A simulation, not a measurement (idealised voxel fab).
process module | voxel self aligned contacts
cross-section cut | 180 nm wide | cells 5 nm
A cross-section is a grid of square cells, given in bands from the top down. A band is one or more rows of cells.
Each band's line starts with the height of the band's top and of its bottom, in nm. Then come its materials from left to right, each with its width in nm. One material with "throughout" fills the band from edge to edge. "air" is empty space.
Height 0 is the level under which the wafer as received is all one material. The lowest band goes on downwards, as in "0 down".
A width such as "30 to 40" changes by the same amount from each row of cells to the next, from the band's top row to its bottom row.
"no change" after a step means that no cell of the cross-section changed.
closed voids: empty space of 8 cells or more with no open way to the top, each as width x height at its distance from the left edge, in nm
after a step's settings: what the simulator itself notes on the step
overlay nm, on a step with a mask: how far to the right of its planned place the mask lay; to the left if negative
plan
1 op RECEIVE | material Si
2 op OXIDIZE | depth nm 5
3 op DIRECTIONAL_DEP | material polySi | thk nm 20
4 op DIRECTIONAL_DEP | material SiN | thk nm 20
5 op MASKED_ETCH | tone cover | mask id GATE | width nm 25 | pitch nm 60 | etch materials SiN | depth nm 20 | overlay nm 0
6 op MASKED_ETCH | tone cover | mask id GATE | width nm 25 | pitch nm 60 | etch materials polySi | depth nm 20 | overlay nm 0
7 op CONFORMAL_DEP | material SiN | thk nm 5
8 op DIRECTIONAL_ETCH | etch materials SiN | depth nm 5
9 op FILL_DEP | material SiO2 | thk nm 15
10 op CMP | height nm 45
11 op PATTERN | tone open | mask id CONTACT | material resist | width nm 45 | pitch nm 60 | thk nm 15 | overlay nm 0
12 op DIRECTIONAL_ETCH | etch materials SiO2 | depth nm 50
13 op STRIP | etch materials resist
14 op CONFORMAL_DEP | material TiN | thk nm 5
15 op FILL_DEP | material Ru | thk nm 10
16 op CMP | height nm 45
17 op CONFORMAL_DEP | material SiCN | thk nm 5
first wafer, as planned
as received, after step 1
  0 down: Si throughout
  closed voids: none
after step 2
  0 to -5: SiO2 throughout
  below -5: unchanged
after step 3
  20 to 0: polySi throughout
  below 0: unchanged
after step 4
  40 to 20: SiN throughout
  below 20: unchanged
after step 5
  40 to 20: air 15 | SiN 25 | air 35 | SiN 25 | air 35 | SiN 25 | air 20
  below 20: unchanged
after step 6
  40 to 20: air 15 | SiN 25 | air 35 | SiN 25 | air 35 | SiN 25 | air 20
  20 to 0: air 15 | polySi 25 | air 35 | polySi 25 | air 35 | polySi 25 | air 20
  below 0: unchanged
after step 7
  45 to 20: air 10 | SiN 35 | air 25 | SiN 35 | air 25 | SiN 35 | air 15
  20 to 5: air 10 | SiN 5 | polySi 25 | SiN 5 | air 25 | SiN 5 | polySi 25 | SiN 5 | air 25 | SiN 5 | polySi 25 | SiN 5 | air 15
  5 to 0: SiN 15 | polySi 25 | SiN 35 | polySi 25 | SiN 35 | polySi 25 | SiN 20
  below 0: unchanged
after step 8
  40 to 20: air 10 | SiN 35 | air 25 | SiN 35 | air 25 | SiN 35 | air 15
  20 to 0: air 10 | SiN 5 | polySi 25 | SiN 5 | air 25 | SiN 5 | polySi 25 | SiN 5 | air 25 | SiN 5 | polySi 25 | SiN 5 | air 15
  below 0: unchanged
after step 9
  55 to 40: SiO2 throughout
  40 to 20: SiO2 10 | SiN 35 | SiO2 25 | SiN 35 | SiO2 25 | SiN 35 | SiO2 15
  20 to 0: SiO2 10 | SiN 5 | polySi 25 | SiN 5 | SiO2 25 | SiN 5 | polySi 25 | SiN 5 | SiO2 25 | SiN 5 | polySi 25 | SiN 5 | SiO2 15
  below 0: unchanged
after step 10
  45 to 40: SiO2 throughout
  below 40: unchanged
after step 11
  60 to 45: resist 35 | air 45 | resist 15 | air 45 | resist 40
  below 45: unchanged
after step 12
  60 to 45: resist 35 | air 45 | resist 15 | air 45 | resist 40
  45 to 40: SiO2 35 | air 45 | SiO2 15 | air 45 | SiO2 40
  40 to 20: SiO2 10 | SiN 35 | air 25 | SiN 35 | air 25 | SiN 35 | SiO2 15
  20 to 0: SiO2 10 | SiN 5 | polySi 25 | SiN 5 | air 25 | SiN 5 | polySi 25 | SiN 5 | air 25 | SiN 5 | polySi 25 | SiN 5 | SiO2 15
  0 to -5: SiO2 45 | air 25 | SiO2 35 | air 25 | SiO2 50
  below -5: unchanged
after step 13
  45 to 40: SiO2 35 | air 45 | SiO2 15 | air 45 | SiO2 40
  below 40: unchanged
after step 14
  50 to 45: TiN 40 | air 35 | TiN 25 | air 35 | TiN 45
  45 to 40: SiO2 35 | TiN 15 | air 15 | TiN 15 | SiO2 15 | TiN 15 | air 15 | TiN 15 | SiO2 40
  40 to 20: SiO2 10 | SiN 35 | TiN 5 | air 15 | TiN 5 | SiN 35 | TiN 5 | air 15 | TiN 5 | SiN 35 | SiO2 15
  20 to 0: SiO2 10 | SiN 5 | polySi 25 | SiN 5 | TiN 5 | air 15 | TiN 5 | SiN 5 | polySi 25 | SiN 5 | TiN 5 | air 15 | TiN 5 | SiN 5 | polySi 25 | SiN 5 | SiO2 15
  0 to -5: SiO2 45 | TiN 25 | SiO2 35 | TiN 25 | SiO2 50
  below -5: unchanged
after step 15
  60 to 50: Ru throughout
  50 to 45: TiN 40 | Ru 35 | TiN 25 | Ru 35 | TiN 45
  45 to 40: SiO2 35 | TiN 15 | Ru 15 | TiN 15 | SiO2 15 | TiN 15 | Ru 15 | TiN 15 | SiO2 40
  40 to 20: SiO2 10 | SiN 35 | TiN 5 | Ru 15 | TiN 5 | SiN 35 | TiN 5 | Ru 15 | TiN 5 | SiN 35 | SiO2 15
  20 to 0: SiO2 10 | SiN 5 | polySi 25 | SiN 5 | TiN 5 | Ru 15 | TiN 5 | SiN 5 | polySi 25 | SiN 5 | TiN 5 | Ru 15 | TiN 5 | SiN 5 | polySi 25 | SiN 5 | SiO2 15
  below 0: unchanged
after step 16
  45 to 40: SiO2 35 | TiN 15 | Ru 15 | TiN 15 | SiO2 15 | TiN 15 | Ru 15 | TiN 15 | SiO2 40
  below 40: unchanged
after step 17
  50 to 45: SiCN throughout
  below 45: unchanged
second wafer: like start, like plan, one mistake. Through step 6 it matches the first wafer
when step 7 should have ended
  35 to 20: air 15 | SiN 25 | air 35 | SiN 25 | air 35 | SiN 25 | air 20
  below 20: unchanged
when step 8 should have ended
  40 to 20: air 10 | SiN 35 | air 25 | SiN 35 | air 25 | SiN 35 | air 15
  20 to 5: air 10 | SiN 5 | polySi 25 | SiN 5 | air 25 | SiN 5 | polySi 25 | SiN 5 | air 25 | SiN 5 | polySi 25 | SiN 5 | air 15
  5 to 0: SiN 15 | polySi 25 | SiN 35 | polySi 25 | SiN 35 | polySi 25 | SiN 20
  below 0: unchanged
when step 9 should have ended
  55 to 40: SiO2 throughout
  40 to 20: SiO2 10 | SiN 35 | SiO2 25 | SiN 35 | SiO2 25 | SiN 35 | SiO2 15
  20 to 5: SiO2 10 | SiN 5 | polySi 25 | SiN 5 | SiO2 25 | SiN 5 | polySi 25 | SiN 5 | SiO2 25 | SiN 5 | polySi 25 | SiN 5 | SiO2 15
  below 5: unchanged
when step 10 should have ended
  45 to 40: SiO2 throughout
  below 40: unchanged
when step 11 should have ended
  60 to 45: resist 35 | air 45 | resist 15 | air 45 | resist 40
  below 45: unchanged
when step 12 should have ended
  60 to 45: resist 35 | air 45 | resist 15 | air 45 | resist 40
  45 to 40: SiO2 35 | air 45 | SiO2 15 | air 45 | SiO2 40
  40 to 20: SiO2 10 | SiN 35 | air 25 | SiN 35 | air 25 | SiN 35 | SiO2 15
  20 to 5: SiO2 10 | SiN 5 | polySi 25 | SiN 5 | air 25 | SiN 5 | polySi 25 | SiN 5 | air 25 | SiN 5 | polySi 25 | SiN 5 | SiO2 15
  below 5: unchanged
when step 13 should have ended
  45 to 40: SiO2 35 | air 45 | SiO2 15 | air 45 | SiO2 40
  below 40: unchanged
when step 14 should have ended
  50 to 45: TiN 40 | air 35 | TiN 25 | air 35 | TiN 45
  45 to 40: SiO2 35 | TiN 15 | air 15 | TiN 15 | SiO2 15 | TiN 15 | air 15 | TiN 15 | SiO2 40
  40 to 20: SiO2 10 | SiN 35 | TiN 5 | air 15 | TiN 5 | SiN 35 | TiN 5 | air 15 | TiN 5 | SiN 35 | SiO2 15
  20 to 10: SiO2 10 | SiN 5 | polySi 25 | SiN 5 | TiN 5 | air 15 | TiN 5 | SiN 5 | polySi 25 | SiN 5 | TiN 5 | air 15 | TiN 5 | SiN 5 | polySi 25 | SiN 5 | SiO2 15
  10 to 5: SiO2 10 | SiN 5 | polySi 25 | SiN 5 | TiN 25 | SiN 5 | polySi 25 | SiN 5 | TiN 25 | SiN 5 | polySi 25 | SiN 5 | SiO2 15
  below 5: unchanged
when step 15 should have ended
  60 to 50: Ru throughout
  50 to 45: TiN 40 | Ru 35 | TiN 25 | Ru 35 | TiN 45
  45 to 40: SiO2 35 | TiN 15 | Ru 15 | TiN 15 | SiO2 15 | TiN 15 | Ru 15 | TiN 15 | SiO2 40
  40 to 20: SiO2 10 | SiN 35 | TiN 5 | Ru 15 | TiN 5 | SiN 35 | TiN 5 | Ru 15 | TiN 5 | SiN 35 | SiO2 15
  20 to 10: SiO2 10 | SiN 5 | polySi 25 | SiN 5 | TiN 5 | Ru 15 | TiN 5 | SiN 5 | polySi 25 | SiN 5 | TiN 5 | Ru 15 | TiN 5 | SiN 5 | polySi 25 | SiN 5 | SiO2 15
  below 10: unchanged
when step 16 should have ended
  45 to 40: SiO2 35 | TiN 15 | Ru 15 | TiN 15 | SiO2 15 | TiN 15 | Ru 15 | TiN 15 | SiO2 40
  below 40: unchanged
when step 17 should have ended
  50 to 45: SiCN throughout
  below 45: unchanged
what went wrong: steps 7 and 8 were swapped
at the end the second wafer has, in cells: 12 fewer of Ru | 15 more of SiN | 5 more of SiO2 | 8 fewer of TiN
